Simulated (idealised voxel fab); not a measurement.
The document below concerns the process module designated voxel ribs on slabs.
We display cut, a cross-section 170 nm in width whose square cells are each 5 nm.
Notation: cross-section as square-cell grid; stated in bands, top first, going down; one or more cell rows per band.
Top, bottom (nm), then materials left to right with widths (nm); lone material tagged "full width" fills the whole band edge to edge; "empty" = empty space.
A quick word on heights: they are counted from 0, and under that level the wafer as it came to us is one material throughout. The lowest band is different from the rest in having no bottom; it simply continues downward, written as in "0 down".
Read "30 to 40" as a graded width: first number on top, second number at the bottom, same change between each pair of neighbouring rows.
A step reported as "same as before" is a step in which no cell of the cross-section changed.
The label "Encapsulated voids" introduces a list of the empty spaces, 8 cells or larger, that have no open way up to the top; each entry in it reads width x height at distance, where the distance is taken from the left edge and all three are stated in nm.
That trailing text on a step's line, after the settings, is the simulator's own remark on the step.
overlay nm: on a step with a mask, how far right of its planned place the mask lay; negative means left.

PROCESS STEPS - PLAN
1,RECEIVE | material Si
2,DIRECTIONAL_DEP | material SiO2 | thk nm 30
3,DIRECTIONAL_DEP | material polySi | thk nm 25
4,MASKED_ETCH | tone cover | mask id RIB | width nm 30 | etch materials polySi | depth nm 15 | overlay nm 0
5,DIRECTIONAL_DEP | material aC | thk nm 10
6,PATTERN | tone cover | mask id SLAB | material resist | width nm 80 | thk nm 25 | overlay nm 0
7,DIRECTIONAL_ETCH | etch materials aC | depth nm 10
8,STRIP | etch materials resist
9,DIRECTIONAL_ETCH | etch materials polySi | depth nm 10
10,STRIP | etch materials aC
11,FILL_DEP | material SiO2 | thk nm 15
12,CMP | height nm 65
13,DIRECTIONAL_DEP | material TiN | thk nm 10
14,PATTERN | tone cover | mask id HEATER | material resist | width nm 40 | thk nm 15 | overlay nm 0
15,DIRECTIONAL_ETCH | etch materials TiN | depth nm 10
16,STRIP | etch materials resist
17,CONFORMAL_DEP | material SiO2 | thk nm 10

AS RECEIVED (POST STEP 1): CROSS-SECTION
0 down: Si full width
Encapsulated voids: none

LOOKING AT THE FIRST OF TWO WAFERS IN CROSS-SECTION AT END OF MODULE - RAN TO PLAN
85 to 75: 55 nm empty, 60 nm SiO2, 55 nm empty
75 to 65: 65 nm SiO2, 40 nm TiN, 65 nm SiO2
65 to 55: SiO2 full width
55 to 40: 70 nm SiO2, 30 nm polySi, 70 nm SiO2
40 to 30: 45 nm SiO2, 80 nm polySi, 45 nm SiO2
30 to 0: SiO2 full width
0 down: Si full width
Encapsulated voids: none

WAFER TWO, SECTIONED AFTER THE MODULE: THE FIRST WAFER'S START, THE FIRST WAFER'S PLAN, AND ONE MISTAKE IN HOW IT WAS RUN
85 to 75: 55 nm empty, 60 nm SiO2, 55 nm empty
75 to 65: 65 nm SiO2, 40 nm TiN, 65 nm SiO2
65 to 55: SiO2 full width
55 to 45: 45 nm SiO2, 25 nm polySi, 30 nm SiO2, 25 nm polySi, 45 nm SiO2
45 to 40: 70 nm polySi, 30 nm SiO2, 70 nm polySi
40 to 30: polySi full width
30 to 0: SiO2 full width
0 down: Si full width
Encapsulated voids: none
Processing error: step 4 was processed under conditions differing from the plan, specifically as MASKED_ETCH | tone open | mask id RIB | width nm 30 | etch materials polySi | depth nm 15 | overlay nm 0
Wrapping up, a cell-based count of both wafers puts the second over or under the first for these materials: -66 SiO2 | +66 polySi
